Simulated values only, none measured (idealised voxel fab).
This section sets out a process module, namely voxel wiring stack.
190 nm wide, 5 nm square cells: that's cross-section cut.
How to read a cross-section here: the picture is a grid of square cells, written as bands going from the top down, and any band can span one or more rows of cells.
Quick guide to a band line: top height, bottom height (nm) up front; then every material left to right with its width in nm. Only one material and it's marked "everywhere"? Then it fills the band edge to edge. And "blank" just means empty space.
The level at which height equals 0 is the one under which the wafer, as it arrives, is entirely one material. No lower edge exists for the bottom band, which continues downward and is notated as in "0 and below".
Quick explanation for "30->40": the width changes in equal steps down the rows of cells, from the first number in the band's top row to the second number in its bottom row.
It should be understood that the words "nothing different", when stated for a given step, signify that the cross-section underwent no change in any of its cells during that step.
Reported under the label "Entrapped voids" are the empty spaces having no open way to the top and comprising 8 cells or more; the notation for each is width x height at distance, in which the distance is measured from the left edge and all three values are in nm.
The remark found on a step's line after its settings is issued by the simulator itself and pertains to that step.
The line of a step may include "overlay nm". On a step with a mask, this value is how far to the right of its planned place the mask lay. A negative value means the mask lay to the left.
**Steps planned for the process**
1. RECEIVE: material Si
2. CONFORMAL_DEP: material SiO2, thk nm 10
3. CONFORMAL_DEP: material SiCN, thk nm 5
4. DIRECTIONAL_DEP: material lowk, thk nm 25
5. DIRECTIONAL_DEP: material aC, thk nm 15
6. PATTERN: tone open, mask id METAL_1, material resist, width nm 20, pitch nm 40, thk nm 35, overlay nm 0
7. DIRECTIONAL_ETCH: etch materials aC, depth nm 15
8. STRIP: etch materials resist
9. DIRECTIONAL_ETCH: etch materials lowk, depth nm 25
10. DIRECTIONAL_ETCH: etch materials SiCN, depth nm 5
11. STRIP: etch materials aC
12. CONFORMAL_DEP: material TiN, thk nm 5
13. FILL_DEP: material Ru, thk nm 5
14. CMP: height nm 40
15. CONFORMAL_DEP: material SiCN, thk nm 5
16. DIRECTIONAL_DEP: material lowk, thk nm 15
17. DIRECTIONAL_DEP: material aC, thk nm 15
18. PATTERN: tone open, mask id PLUG_1, material resist, width nm 15, pitch nm 40, thk nm 35, overlay nm 0
19. DIRECTIONAL_ETCH: etch materials aC, depth nm 15
20. STRIP: etch materials resist
21. DIRECTIONAL_ETCH: etch materials lowk, depth nm 15
22. DIRECTIONAL_ETCH: etch materials SiCN, depth nm 5
23. STRIP: etch materials aC
24. EPI: material Ru, thk nm 10
25. EPI: material Ru, thk nm 10
26. CONFORMAL_DEP: material SiN, thk nm 5
27. DIRECTIONAL_DEP: material SiO2, thk nm 15
28. MASKED_ETCH: tone open, mask id METAL_2, width nm 20, pitch nm 40, etch materials SiO2, depth nm 15, overlay nm 0
29. MASKED_ETCH: tone open, mask id METAL_2, width nm 20, pitch nm 40, etch materials SiN, depth nm 5, overlay nm 0
30. CONFORMAL_DEP: material TiN, thk nm 5
31. FILL_DEP: material W, thk nm 10
32. CMP: height nm 80
33. CONFORMAL_DEP: material SiN, thk nm 5
Same starting wafers, different width nm at step 18. Plan value belongs to the first wafer.
**So this is the first of several wafers, cross-sectioned as it came to us, meaning it's at the end of step 1**
0 and below = Si everywhere
Entrapped voids: none
**Wafer rows, end of module: cells per material gained (+) or lost (-) since receipt; closed voids last**
width nm 15, +88 Ru, +48 SiCN, +60 SiN, +142 SiO2, +96 TiN, +24 W, +188 lowk, Entrapped voids: none
width nm 20, +104 Ru, +44 SiCN, +60 SiN, +142 SiO2, +96 TiN, +24 W, +176 lowk, Entrapped voids: none
width nm 25, +120 Ru, +40 SiCN, +60 SiN, +142 SiO2, +96 TiN, +24 W, +164 lowk, Entrapped voids: none
